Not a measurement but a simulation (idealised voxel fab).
process module | voxel self aligned vias
cross-section cut | 200 nm wide | cells 5 nm
A cross-section is a grid of square cells, given in bands from the top down. A band is one or more rows of cells.
Each band's line starts with the height of the band's top and of its bottom, in nm. Then come its materials from left to right, each with its width in nm. One material with "throughout" fills the band from edge to edge. "air" is empty space.
Height 0 is the level under which the wafer as received is all one material. The lowest band goes on downwards, as in "0 down".
A width such as "30 to 40" changes by the same amount from each row of cells to the next, from the band's top row to its bottom row.
"no change" after a step means that no cell of the cross-section changed.
closed voids: empty space of 8 cells or more with no open way to the top, each as width x height at its distance from the left edge, in nm
after a step's settings: what the simulator itself notes on the step
overlay nm, on a step with a mask: how far to the right of its planned place the mask lay; to the left if negative
plan
1 op RECEIVE | material Si
2 op CONFORMAL_DEP | material SiO2 | thk nm 15
3 op CONFORMAL_DEP | material SiCN | thk nm 5
4 op DIRECTIONAL_DEP | material SiO2 | thk nm 20
5 op DIRECTIONAL_DEP | material aC | thk nm 10
6 op PATTERN | tone open | mask id LINES | material resist | width nm 20 | pitch nm 70 | thk nm 25 | overlay nm 0
7 op DIRECTIONAL_ETCH | etch materials aC | depth nm 10
8 op STRIP | etch materials resist
9 op DIRECTIONAL_ETCH | etch materials SiO2 | depth nm 20
10 op STRIP | etch materials aC
11 op CONFORMAL_DEP | material TiN | thk nm 5
12 op FILL_DEP | material Ru | thk nm 10
13 op CMP | height nm 40
14 op SELECTIVE_ETCH | etch materials W Ru TiN | depth nm 5
15 op FILL_DEP | material SiN | thk nm 10
16 op CMP | height nm 40
17 op DIRECTIONAL_DEP | material SiO2 | thk nm 15
18 op MASKED_ETCH | tone open | mask id VIAS | width nm 30 | etch materials SiO2 | depth nm 15 | overlay nm 0
19 op MASKED_ETCH | tone open | mask id VIAS | width nm 40 | etch materials SiN | depth nm 5 | overlay nm 0
20 op CONFORMAL_DEP | material TiN | thk nm 5
21 op FILL_DEP | material Cu | thk nm 10
22 op CMP | height nm 55
23 op CONFORMAL_DEP | material SiCN | thk nm 5
varied across the wafers: width nm of step 18. The plan shows the first wafer's value. All wafers start alike
first wafer as received, after step 1
  0 down: Si throughout
  closed voids: none
each wafer at the end: cells of each material gained (+) or lost (-) since it was received, then its closed voids
width nm 30 | +10 Cu | +8 Ru | +80 SiCN | +4 SiN | +350 SiO2 | +28 TiN | closed voids: none
width nm 35 | +12 Cu | +8 Ru | +80 SiCN | +4 SiN | +347 SiO2 | +29 TiN | closed voids: none
width nm 40 | +14 Cu | +8 Ru | +80 SiCN | +4 SiN | +344 SiO2 | +30 TiN | closed voids: none
width nm 45 | +16 Cu | +8 Ru | +80 SiCN | +4 SiN | +341 SiO2 | +31 TiN | closed voids: none
width nm 50 | +18 Cu | +8 Ru | +80 SiCN | +4 SiN | +338 SiO2 | +32 TiN | closed voids: none
width nm 55 | +20 Cu | +8 Ru | +80 SiCN | +4 SiN | +335 SiO2 | +33 TiN | closed voids: none
